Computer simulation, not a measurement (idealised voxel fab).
Proc. module: voxel ribs on slabs
Square cells of 5 nm make up the cross-section cut, whose width is 190 nm.
Heads up, the way a cross-section reads in here is a grid of square cells, handed over as bands from the top down, with every band being one or more rows of cells. For a band, the entry starts with two heights in nm, that of the top and then that of the bottom, and carries on with the band's materials in order from left to right, each alongside its width in nm; the word "throughout" beside a single material means it fills the band edge to edge, and "empty" means empty space. Where do heights start? At 0: under that level the wafer as delivered is made of one material only. And the lowest band has no floor; it just carries on downward, as in "0 -> down". Width: "30 to 40" (first number = top row, second number = bottom row, same change from row to row of cells). Given "left unchanged" for a step, no cell of the cross-section differs between before and after that step. Closed-off voids of 8+ cells (no open route to the top) go in "Cavities, sealed", written width x height at distance from the left edge, in nm. Step line, after settings: the simulator's comment on this step. If you see "overlay nm" on a step's line and that step has a mask, it's telling you how far right of where it was planned the mask ended up; a negative number means it went left instead.
So here's the lineup of process steps we planned:
1. RECEIVE with material Si
2. DIRECTIONAL_DEP with material SiO2, thk nm 20
3. DIRECTIONAL_DEP with material polySi, thk nm 15
4. MASKED_ETCH with tone cover, mask id RIB, width nm 30, etch materials polySi, depth nm 5, overlay nm 0
5. DIRECTIONAL_DEP with material aC, thk nm 15
6. PATTERN with tone cover, mask id SLAB, material resist, width nm 70, thk nm 30, overlay nm 0
7. DIRECTIONAL_ETCH with etch materials aC, depth nm 15
8. STRIP with etch materials resist
9. DIRECTIONAL_ETCH with etch materials polySi, depth nm 10
10. STRIP with etch materials aC
11. FILL_DEP with material SiO2, thk nm 30
12. CMP with height nm 55
13. DIRECTIONAL_DEP with material W, thk nm 10
14. PATTERN with tone cover, mask id HEATER, material resist, width nm 40, thk nm 20, overlay nm 0
15. DIRECTIONAL_ETCH with etch materials W, depth nm 10
16. STRIP with etch materials resist
17. CONFORMAL_DEP with material SiN, thk nm 5
Below: the first of two wafers, run as planned:
Delivered wafer in cross-section: state after step 1:
	0 -> down | Si throughout
	Cavities, sealed: none
Wafer section view after processing step 2:
	20 -> 0 | SiO2 throughout
	Rest of section, below 0: as before.
Wafer section view after processing step 3:
	35 -> 20 | polySi throughout
	Rest of section, below 20: as before.
Wafer section view after processing step 4:
	35 -> 30 | 80 empty; 30 polySi; 80 empty
	Rest of section, below 30: as before.
Wafer section view after processing step 5:
	50 -> 45 | 80 empty; 30 aC; 80 empty
	45 -> 35 | aC throughout
	35 -> 30 | 80 aC; 30 polySi; 80 aC
	Rest of section, below 30: as before.
Wafer section view after processing step 6:
	80 -> 50 | 60 empty; 70 resist; 60 empty
	50 -> 45 | 60 empty; 20 resist; 30 aC; 20 resist; 60 empty
	Rest of section, below 45: as before.
Wafer section view after processing step 7:
	65 -> 50 | 60 empty; 70 resist; 60 empty
	50 -> 45 | 60 empty; 20 resist; 30 aC; 20 resist; 60 empty
	45 -> 35 | 60 empty; 70 aC; 60 empty
	35 -> 30 | 60 empty; 20 aC; 30 polySi; 20 aC; 60 empty
	Rest of section, below 30: as before.
Wafer section view after processing step 8:
	50 -> 45 | 80 empty; 30 aC; 80 empty
	Rest of section, below 45: as before.
Wafer section view after processing step 9:
	50 -> 45 | 80 empty; 30 aC; 80 empty
	45 -> 35 | 60 empty; 70 aC; 60 empty
	35 -> 30 | 60 empty; 20 aC; 30 polySi; 20 aC; 60 empty
	30 -> 20 | 60 empty; 70 polySi; 60 empty
	Rest of section, below 20: as before.
Wafer section view after processing step 10:
	35 -> 30 | 80 empty; 30 polySi; 80 empty
	Rest of section, below 30: as before.
Wafer section view after processing step 11:
	65 -> 35 | SiO2 throughout
	35 -> 30 | 80 SiO2; 30 polySi; 80 SiO2
	30 -> 20 | 60 SiO2; 70 polySi; 60 SiO2
	Rest of section, below 20: as before.
Wafer section view after processing step 12:
	55 -> 35 | SiO2 throughout
	Rest of section, below 35: as before.
Wafer section view after processing step 13:
	65 -> 55 | W throughout
	Rest of section, below 55: as before.
Wafer section view after processing step 14:
	85 -> 65 | 75 empty; 40 resist; 75 empty
	Rest of section, below 65: as before.
Wafer section view after processing step 15:
	85 -> 65 | 75 empty; 40 resist; 75 empty
	65 -> 55 | 75 empty; 40 W; 75 empty
	Rest of section, below 55: as before.
Wafer section view after processing step 16:
	65 -> 55 | 75 empty; 40 W; 75 empty
	Rest of section, below 55: as before.
Wafer section view after processing step 17:
	70 -> 65 | 70 empty; 50 SiN; 70 empty
	65 -> 60 | 70 empty; 5 SiN; 40 W; 5 SiN; 70 empty
	60 -> 55 | 75 SiN; 40 W; 75 SiN
	Rest of section, below 55: as before.
The remaining wafer, second of the two, started like the first and was run to the same plan, except that one mistake was made along the way; the two coincide through step 2, inclusive:
Second wafer, cross-section, planned end of step 3:
	50 -> 20 | polySi throughout
	Rest of section, below 20: as before.
Second wafer, cross-section, planned end of step 4:
	50 -> 45 | 80 empty; 30 polySi; 80 empty
	Rest of section, below 45: as before.
Second wafer, cross-section, planned end of step 5:
	65 -> 60 | 80 empty; 30 aC; 80 empty
	60 -> 50 | aC throughout
	50 -> 45 | 80 aC; 30 polySi; 80 aC
	Rest of section, below 45: as before.
Second wafer, cross-section, planned end of step 6:
	95 -> 65 | 60 empty; 70 resist; 60 empty
	65 -> 60 | 60 empty; 20 resist; 30 aC; 20 resist; 60 empty
	Rest of section, below 60: as before.
Second wafer, cross-section, planned end of step 7:
	80 -> 65 | 60 empty; 70 resist; 60 empty
	65 -> 60 | 60 empty; 20 resist; 30 aC; 20 resist; 60 empty
	60 -> 50 | 60 empty; 70 aC; 60 empty
	50 -> 45 | 60 empty; 20 aC; 30 polySi; 20 aC; 60 empty
	Rest of section, below 45: as before.
Second wafer, cross-section, planned end of step 8:
	65 -> 60 | 80 empty; 30 aC; 80 empty
	Rest of section, below 60: as before.
Second wafer, cross-section, planned end of step 9:
	65 -> 60 | 80 empty; 30 aC; 80 empty
	60 -> 50 | 60 empty; 70 aC; 60 empty
	50 -> 45 | 60 empty; 20 aC; 30 polySi; 20 aC; 60 empty
	45 -> 35 | 60 empty; 70 polySi; 60 empty
	Rest of section, below 35: as before.
Second wafer, cross-section, planned end of step 10:
	50 -> 45 | 80 empty; 30 polySi; 80 empty
	Rest of section, below 45: as before.
Second wafer, cross-section, planned end of step 11:
	80 -> 50 | SiO2 throughout
	50 -> 45 | 80 SiO2; 30 polySi; 80 SiO2
	45 -> 35 | 60 SiO2; 70 polySi; 60 SiO2
	Rest of section, below 35: as before.
Second wafer, cross-section, planned end of step 12:
	55 -> 50 | SiO2 throughout
	Rest of section, below 50: as before.
Second wafer, cross-section, planned end of step 13:
	65 -> 55 | W throughout
	Rest of section, below 55: as before.
Second wafer, cross-section, planned end of step 14:
	85 -> 65 | 75 empty; 40 resist; 75 empty
	Rest of section, below 65: as before.
Second wafer, cross-section, planned end of step 15:
	85 -> 65 | 75 empty; 40 resist; 75 empty
	65 -> 55 | 75 empty; 40 W; 75 empty
	Rest of section, below 55: as before.
Second wafer, cross-section, planned end of step 16:
	65 -> 55 | 75 empty; 40 W; 75 empty
	Rest of section, below 55: as before.
Second wafer, cross-section, planned end of step 17:
	70 -> 65 | 70 empty; 50 SiN; 70 empty
	65 -> 60 | 70 empty; 5 SiN; 40 W; 5 SiN; 70 empty
	60 -> 55 | 75 SiN; 40 W; 75 SiN
	Rest of section, below 55: as before.
The mistake made against the process plan was this: it should be noted that step 3 of the plan was executed twice
Cell-count delta at end, second wafer over first, by material: -114 SiO2, +114 polySi
